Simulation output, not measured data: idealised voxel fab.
process module | voxel trench capacitor
cross-section cut | 165 nm wide | cells 5 nm
A cross-section is a grid of square cells, given in bands from the top down. A band is one or more rows of cells.
Each band's line starts with the height of the band's top and of its bottom, in nm. Then come its materials from left to right, each with its width in nm. One material with "throughout" fills the band from edge to edge. "air" is empty space.
Height 0 is the level under which the wafer as received is all one material. The lowest band goes on downwards, as in "0 down".
A width such as "30 to 40" changes by the same amount from each row of cells to the next, from the band's top row to its bottom row.
"no change" after a step means that no cell of the cross-section changed.
closed voids: empty space of 8 cells or more with no open way to the top, each as width x height at its distance from the left edge, in nm
after a step's settings: what the simulator itself notes on the step
overlay nm, on a step with a mask: how far to the right of its planned place the mask lay; to the left if negative
plan
1 op RECEIVE | material Si
2 op CONFORMAL_DEP | material SiN | thk nm 10
3 op DIRECTIONAL_DEP | material aC | thk nm 10
4 op PATTERN | tone open | mask id TRENCH | material resist | width nm 25 | pitch nm 50 | thk nm 30 | overlay nm 0
5 op DIRECTIONAL_ETCH | etch materials aC | depth nm 10
6 op STRIP | etch materials resist
7 op DIRECTIONAL_ETCH | etch materials SiN | depth nm 10
8 op DIRECTIONAL_ETCH | etch materials Si | depth nm 30
9 op STRIP | etch materials aC
10 op CONFORMAL_DEP | material HfO2 | thk nm 5
11 op CONFORMAL_DEP | material TiN | thk nm 5
12 op FILL_DEP | material W | thk nm 5
13 op CMP | height nm 10
as received, after step 1
  0 down: Si throughout
  closed voids: none
first wafer at the end, as planned
  10 to 0: SiN 45 | HfO2 5 | TiN 5 | W 5 | TiN 5 | HfO2 5 | SiN 25 | HfO2 5 | TiN 5 | W 5 | TiN 5 | HfO2 5 | SiN 45
  0 to -20: Si 45 | HfO2 5 | TiN 5 | W 5 | TiN 5 | HfO2 5 | Si 25 | HfO2 5 | TiN 5 | W 5 | TiN 5 | HfO2 5 | Si 45
  -20 to -25: Si 45 | HfO2 5 | TiN 15 | HfO2 5 | Si 25 | HfO2 5 | TiN 15 | HfO2 5 | Si 45
  -25 to -30: Si 45 | HfO2 25 | Si 25 | HfO2 25 | Si 45
  -30 down: Si throughout
  closed voids: none
second wafer at the end: like start, like plan, one mistake
  10 to 0: SiN 45 | TiN 5 | HfO2 5 | W 5 | HfO2 5 | TiN 5 | SiN 25 | TiN 5 | HfO2 5 | W 5 | HfO2 5 | TiN 5 | SiN 45
  0 to -20: Si 45 | TiN 5 | HfO2 5 | W 5 | HfO2 5 | TiN 5 | Si 25 | TiN 5 | HfO2 5 | W 5 | HfO2 5 | TiN 5 | Si 45
  -20 to -25: Si 45 | TiN 5 | HfO2 15 | TiN 5 | Si 25 | TiN 5 | HfO2 15 | TiN 5 | Si 45
  -25 to -30: Si 45 | TiN 25 | Si 25 | TiN 25 | Si 45
  -30 down: Si throughout
  closed voids: none
what went wrong: steps 10 and 11 were swapped
at the end the second wafer has, in cells: 8 fewer of HfO2 | 8 more of TiN
